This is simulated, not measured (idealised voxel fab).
process module | voxel lift off
cross-section cut | 280 nm wide | cells 5 nm
A cross-section is a grid of square cells, given in bands from the top down. A band is one or more rows of cells.
Each band's line starts with the height of the band's top and of its bottom, in nm. Then come its materials from left to right, each with its width in nm. One material with "throughout" fills the band from edge to edge. "air" is empty space.
Height 0 is the level under which the wafer as received is all one material. The lowest band goes on downwards, as in "0 down".
A width such as "30 to 40" changes by the same amount from each row of cells to the next, from the band's top row to its bottom row.
"no change" after a step means that no cell of the cross-section changed.
closed voids: empty space of 8 cells or more with no open way to the top, each as width x height at its distance from the left edge, in nm
after a step's settings: what the simulator itself notes on the step
overlay nm, on a step with a mask: how far to the right of its planned place the mask lay; to the left if negative
plan
1 op RECEIVE | material Si
2 op CONFORMAL_DEP | material SiN | thk nm 10
3 op PATTERN | tone open | mask id LINES | material resist | width nm 15 | pitch nm 35 | thk nm 25 | overlay nm 0
4 op DIRECTIONAL_DEP | material Ru | thk nm 10
5 op STRIP | etch materials resist
6 op CONFORMAL_DEP | material SiO2 | thk nm 5
as received, after step 1
  0 down: Si throughout
  closed voids: none
first wafer at the end, as planned
  25 to 20: air 75 | SiO2 25 | air 10 | SiO2 25 | air 10 | SiO2 25 | air 10 | SiO2 25 | air 75
  20 to 15: air 75 | SiO2 5 | Ru 15 | SiO2 5 | air 10 | SiO2 5 | Ru 15 | SiO2 5 | air 10 | SiO2 5 | Ru 15 | SiO2 5 | air 10 | SiO2 5 | Ru 15 | SiO2 5 | air 75
  15 to 10: SiO2 80 | Ru 15 | SiO2 20 | Ru 15 | SiO2 20 | Ru 15 | SiO2 20 | Ru 15 | SiO2 80
  10 to 0: SiN throughout
  0 down: Si throughout
  closed voids: none
second wafer at the end: like start, like plan, one mistake
  15 to 10: SiO2 throughout
  10 to 0: SiN throughout
  0 down: Si throughout
  closed voids: none
what went wrong: step 4 was left out
at the end the second wafer has, in cells: 24 fewer of Ru | 16 fewer of SiO2
